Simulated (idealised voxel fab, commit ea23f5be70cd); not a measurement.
Herein follows the process module entitled voxel gate over fins.
cross-section cut | 210 nm wide | cells 5 nm
Bands, listed from the top down, are how a cross-section gets written in this document; the cross-section itself is a grid of square cells, and a band is one or more rows of them.
It is stipulated that each band's entry specify, in nanometres, the height of the top of the band and then that of its bottom, followed by the materials of the band in left-to-right sequence, each together with its width in nanometres. A single material marked by the word "full width" is understood to fill the band from edge to edge; the word "air" is understood to denote empty space.
For the purposes of this specification, 0 denotes the height below which the wafer in its as-received condition is composed wholly of one material, and the lowermost band, lacking a lower limit, extends downward without end, as expressed in "0 nm and below".
Width: "30 to 40" (first number = top row, second number = bottom row, same change from row to row of cells).
The designation "everything unchanged", where it is given for a processing step, indicates that no cell of the cross-section was altered in the course of that step.
What "Closed internal cavities" gives you is every empty space of 8 cells or more that is cut off from the top. Each appears as width x height at distance, with the distance taken from the left edge and width, height and distance all in nm.
Where a step's line continues beyond its settings, the continuation is a remark by the simulator itself on that step.
Each step line may optionally specify "overlay nm", which for a step with a mask gives the rightward distance between the mask's planned place and where it lay, a negative value indicating the leftward direction.

Process steps (planned):
- 1: op RECEIVE | material Si
- 2: op CONFORMAL_DEP | material SiN | thk nm 5
- 3: op DIRECTIONAL_DEP | material aC | thk nm 10
- 4: op PATTERN | tone cover | mask id FINS | material resist | width nm 15 | pitch nm 40 | thk nm 30 | overlay nm 0
- 5: op DIRECTIONAL_ETCH | etch materials aC | depth nm 10
- 6: op STRIP | etch materials resist
- 7: op DIRECTIONAL_ETCH | etch materials SiN | depth nm 5
- 8: op DIRECTIONAL_ETCH | etch materials Si | depth nm 40
- 9: op STRIP | etch materials aC
- 10: op OXIDIZE | depth nm 5
- 11: op FILL_DEP | material SiO2 | thk nm 10
- 12: op CMP | height nm 5
- 13: op SELECTIVE_ETCH | etch materials SiO2 | depth nm 20
- 14: op STRIP | etch materials SiN
- 15: op CONFORMAL_DEP | material HfO2 | thk nm 5
- 16: op CONFORMAL_DEP | material TiN | thk nm 5
- 17: op CONFORMAL_DEP | material TiAl | thk nm 5
- 18: op CONFORMAL_DEP | material TiN | thk nm 5
- 19: op FILL_DEP | material W | thk nm 10
- 20: op CMP | height nm 25
- 21: op CONFORMAL_DEP | material SiN | thk nm 10

Incoming wafer, cross-sectional view, post step 1:
0 nm and below: Si full width
Closed internal cavities: none

The module was run from the start shown above using the plan shown above, but one mistake was made doing it; the resulting wafer cross-section is below:
35 nm to 25 nm: SiN full width
25 nm to 20 nm: W full width
20 nm to 15 nm: 60 of W, then 85 of TiN, then 65 of W
15 nm to 10 nm: 60 of W, then 5 of TiN, then 35 of TiAl, then 5 of TiN, then 35 of TiAl, then 5 of TiN, then 65 of W
10 nm to 5 nm: 60 of W, then 5 of TiN, then 5 of TiAl, then 25 of TiN, then 5 of TiAl, then 5 of TiN, then 5 of TiAl, then 25 of TiN, then 5 of TiAl, then 5 of TiN, then 65 of W
5 nm to 0 nm: 60 of W, then 5 of TiN, then 5 of TiAl, then 5 of TiN, then 15 of HfO2, then 5 of TiN, then 5 of TiAl, then 5 of TiN, then 5 of TiAl, then 5 of TiN, then 15 of HfO2, then 5 of TiN, then 5 of TiAl, then 5 of TiN, then 65 of W
0 nm to -15 nm: 60 of W, then 5 of TiN, then 5 of TiAl, then 5 of TiN, then 5 of HfO2, then 5 of Si, then 5 of HfO2, then 5 of TiN, then 5 of TiAl, then 5 of TiN, then 5 of TiAl, then 5 of TiN, then 5 of HfO2, then 5 of Si, then 5 of HfO2, then 5 of TiN, then 5 of TiAl, then 5 of TiN, then 65 of W
-15 nm to -20 nm: 65 of TiN, then 5 of TiAl, then 5 of TiN, then 5 of HfO2, then 5 of Si, then 5 of HfO2, then 5 of TiN, then 5 of TiAl, then 5 of TiN, then 5 of TiAl, then 5 of TiN, then 5 of HfO2, then 5 of Si, then 5 of HfO2, then 5 of TiN, then 5 of TiAl, then 70 of TiN
-20 nm to -25 nm: 70 of TiAl, then 5 of TiN, then 5 of HfO2, then 5 of Si, then 5 of HfO2, then 5 of TiN, then 15 of TiAl, then 5 of TiN, then 5 of HfO2, then 5 of Si, then 5 of HfO2, then 5 of TiN, then 75 of TiAl
-25 nm to -30 nm: 75 of TiN, then 5 of HfO2, then 5 of Si, then 5 of HfO2, then 25 of TiN, then 5 of HfO2, then 5 of Si, then 5 of HfO2, then 80 of TiN
-30 nm to -35 nm: 80 of HfO2, then 5 of Si, then 35 of HfO2, then 5 of Si, then 85 of HfO2
-35 nm to -45 nm: 80 of SiO2, then 5 of Si, then 35 of SiO2, then 5 of Si, then 85 of SiO2
-45 nm and below: Si full width
Closed internal cavities: none
Want to know what went wrong? the plan's step 13 ran twice
